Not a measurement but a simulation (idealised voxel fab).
The process module presented herein is designated voxel double patterning.
Xsec cut, 165 nm wide, square cell size 5 nm.
In this document a cross-section is written as a grid of square cells. It is given as a series of bands, listed from the top down, and a band is one or more rows of cells.
A band entry consists of two parts. The first gives the height of the band's top and the height of its bottom, in nm. The rest lists the band's materials from left to right, each with its width in nm. A single material labelled with the word "all across" fills the band from edge to edge, and the word "blank" marks empty space.
Height reference: 0 = level under which incoming wafer is all one material. Lowest band: no bottom, runs on downward, e.g. "0 nm and below".
Note: "30 to 40" means the width goes from the first number (top row of the band) to the second number (bottom row) in equal steps per row of cells.
Where the words "remains unaltered" appear for a step, the cross-section shows no cell changed by that step; every cell remained as before.
Sealed cavities: empty space of 8 cells or more with no open way to the top, each as width x height at its distance from the left edge, in nm
Past the settings on a step's line: simulator remark, on that step.
overlay nm: mask right of planned place by this much (step with mask). Neg. = left.

INTENDED PROCESS STEPS
- 1: RECEIVE [material Si]
- 2: CONFORMAL_DEP [material SiO2] [thk nm 10]
- 3: DIRECTIONAL_DEP [material TiN] [thk nm 20]
- 4: DIRECTIONAL_DEP [material SiCN] [thk nm 5]
- 5: DIRECTIONAL_DEP [material aC] [thk nm 15]
- 6: PATTERN [tone open] [mask id FIRST] [material resist] [width nm 15] [pitch nm 50] [thk nm 35] [overlay nm 0]
- 7: DIRECTIONAL_ETCH [etch materials aC] [depth nm 15]
- 8: STRIP [etch materials resist]
- 9: DIRECTIONAL_ETCH [etch materials SiCN] [depth nm 5]
- 10: STRIP [etch materials aC]
- 11: PATTERN [tone open] [mask id SECOND] [material resist] [width nm 15] [pitch nm 50] [thk nm 20] [overlay nm 0]
- 12: DIRECTIONAL_ETCH [etch materials SiCN] [depth nm 5]
- 13: STRIP [etch materials resist]
- 14: DIRECTIONAL_ETCH [etch materials TiN] [depth nm 20]
- 15: STRIP [etch materials SiCN]

FIRST OF TWO WAFERS - AS PLANNED

CROSS-SECTION, INCOMING MATERIAL, AFTER STEP 1
* 0 nm and below  Si all across
* Sealed cavities: none

YOU'RE LOOKING AT A CROSS-SECTION OF THE WAFER AFTER STEP 2
* 10 nm to 0 nm  SiO2 all across
* Heights below 0 show no change.

YOU'RE LOOKING AT A CROSS-SECTION OF THE WAFER AFTER STEP 3
* 30 nm to 10 nm  TiN all across
* Heights below 10 show no change.

YOU'RE LOOKING AT A CROSS-SECTION OF THE WAFER AFTER STEP 4
* 35 nm to 30 nm  SiCN all across
* Heights below 30 show no change.

YOU'RE LOOKING AT A CROSS-SECTION OF THE WAFER AFTER STEP 5
* 50 nm to 35 nm  aC all across
* Heights below 35 show no change.

YOU'RE LOOKING AT A CROSS-SECTION OF THE WAFER AFTER STEP 6
* 85 nm to 50 nm  resist: 25 | blank: 15 | resist: 35 | blank: 15 | resist: 35 | blank: 15 | resist: 25
* Heights below 50 show no change.

YOU'RE LOOKING AT A CROSS-SECTION OF THE WAFER AFTER STEP 7
* 70 nm to 50 nm  resist: 25 | blank: 15 | resist: 35 | blank: 15 | resist: 35 | blank: 15 | resist: 25
* 50 nm to 35 nm  aC: 25 | blank: 15 | aC: 35 | blank: 15 | aC: 35 | blank: 15 | aC: 25
* Heights below 35 show no change.

YOU'RE LOOKING AT A CROSS-SECTION OF THE WAFER AFTER STEP 8
* 50 nm to 35 nm  aC: 25 | blank: 15 | aC: 35 | blank: 15 | aC: 35 | blank: 15 | aC: 25
* Heights below 35 show no change.

YOU'RE LOOKING AT A CROSS-SECTION OF THE WAFER AFTER STEP 9
* 50 nm to 35 nm  aC: 25 | blank: 15 | aC: 35 | blank: 15 | aC: 35 | blank: 15 | aC: 25
* 35 nm to 30 nm  SiCN: 25 | blank: 15 | SiCN: 35 | blank: 15 | SiCN: 35 | blank: 15 | SiCN: 25
* Heights below 30 show no change.

YOU'RE LOOKING AT A CROSS-SECTION OF THE WAFER AFTER STEP 10
* 35 nm to 30 nm  SiCN: 25 | blank: 15 | SiCN: 35 | blank: 15 | SiCN: 35 | blank: 15 | SiCN: 25
* Heights below 30 show no change.

YOU'RE LOOKING AT A CROSS-SECTION OF THE WAFER AFTER STEP 11
* 55 nm to 35 nm  resist: 50 | blank: 15 | resist: 35 | blank: 15 | resist: 50
* 35 nm to 30 nm  SiCN: 25 | resist: 15 | SiCN: 35 | resist: 15 | SiCN: 35 | resist: 15 | SiCN: 25
* Heights below 30 show no change.

YOU'RE LOOKING AT A CROSS-SECTION OF THE WAFER AFTER STEP 12
* 55 nm to 35 nm  resist: 50 | blank: 15 | resist: 35 | blank: 15 | resist: 50
* 35 nm to 30 nm  SiCN: 25 | resist: 15 | SiCN: 10 | blank: 15 | SiCN: 10 | resist: 15 | SiCN: 10 | blank: 15 | SiCN: 10 | resist: 15 | SiCN: 25
* Heights below 30 show no change.

YOU'RE LOOKING AT A CROSS-SECTION OF THE WAFER AFTER STEP 13
* 35 nm to 30 nm  SiCN: 25 | blank: 15 | SiCN: 10 | blank: 15 | SiCN: 10 | blank: 15 | SiCN: 10 | blank: 15 | SiCN: 10 | blank: 15 | SiCN: 25
* Heights below 30 show no change.

YOU'RE LOOKING AT A CROSS-SECTION OF THE WAFER AFTER STEP 14
* 35 nm to 30 nm  SiCN: 25 | blank: 15 | SiCN: 10 | blank: 15 | SiCN: 10 | blank: 15 | SiCN: 10 | blank: 15 | SiCN: 10 | blank: 15 | SiCN: 25
* 30 nm to 10 nm  TiN: 25 | blank: 15 | TiN: 10 | blank: 15 | TiN: 10 | blank: 15 | TiN: 10 | blank: 15 | TiN: 10 | blank: 15 | TiN: 25
* Heights below 10 show no change.

YOU'RE LOOKING AT A CROSS-SECTION OF THE WAFER AFTER STEP 15
* 30 nm to 10 nm  TiN: 25 | blank: 15 | TiN: 10 | blank: 15 | TiN: 10 | blank: 15 | TiN: 10 | blank: 15 | TiN: 10 | blank: 15 | TiN: 25
* Heights below 10 show no change.

SECOND WAFER - SHARED START AND PLAN WITH THE FIRST - ONE ERROR IN RUNNING - SAME AS THE FIRST UP TO STEP 13 INCLUSIVE

SECOND WAFER, CUT VIEW, END OF STEP 14 PER PLAN
* 35 nm to 30 nm  SiCN: 25 | blank: 15 | SiCN: 10 | blank: 15 | SiCN: 10 | blank: 15 | SiCN: 10 | blank: 15 | SiCN: 10 | blank: 15 | SiCN: 25
* 30 nm to 20 nm  TiN: 25 | blank: 15 | TiN: 10 | blank: 15 | TiN: 10 | blank: 15 | TiN: 10 | blank: 15 | TiN: 10 | blank: 15 | TiN: 25
* Heights below 20 show no change.

SECOND WAFER, CUT VIEW, END OF STEP 15 PER PLAN
* 30 nm to 20 nm  TiN: 25 | blank: 15 | TiN: 10 | blank: 15 | TiN: 10 | blank: 15 | TiN: 10 | blank: 15 | TiN: 10 | blank: 15 | TiN: 25
* Heights below 20 show no change.
Short version of what went wrong: step 14 did not use the planned setting and instead ran as DIRECTIONAL_ETCH [etch materials TiN] [depth nm 10]
Looking at both finished wafers in cells, the second ends up ahead of or behind the first on some materials: 30 more of TiN
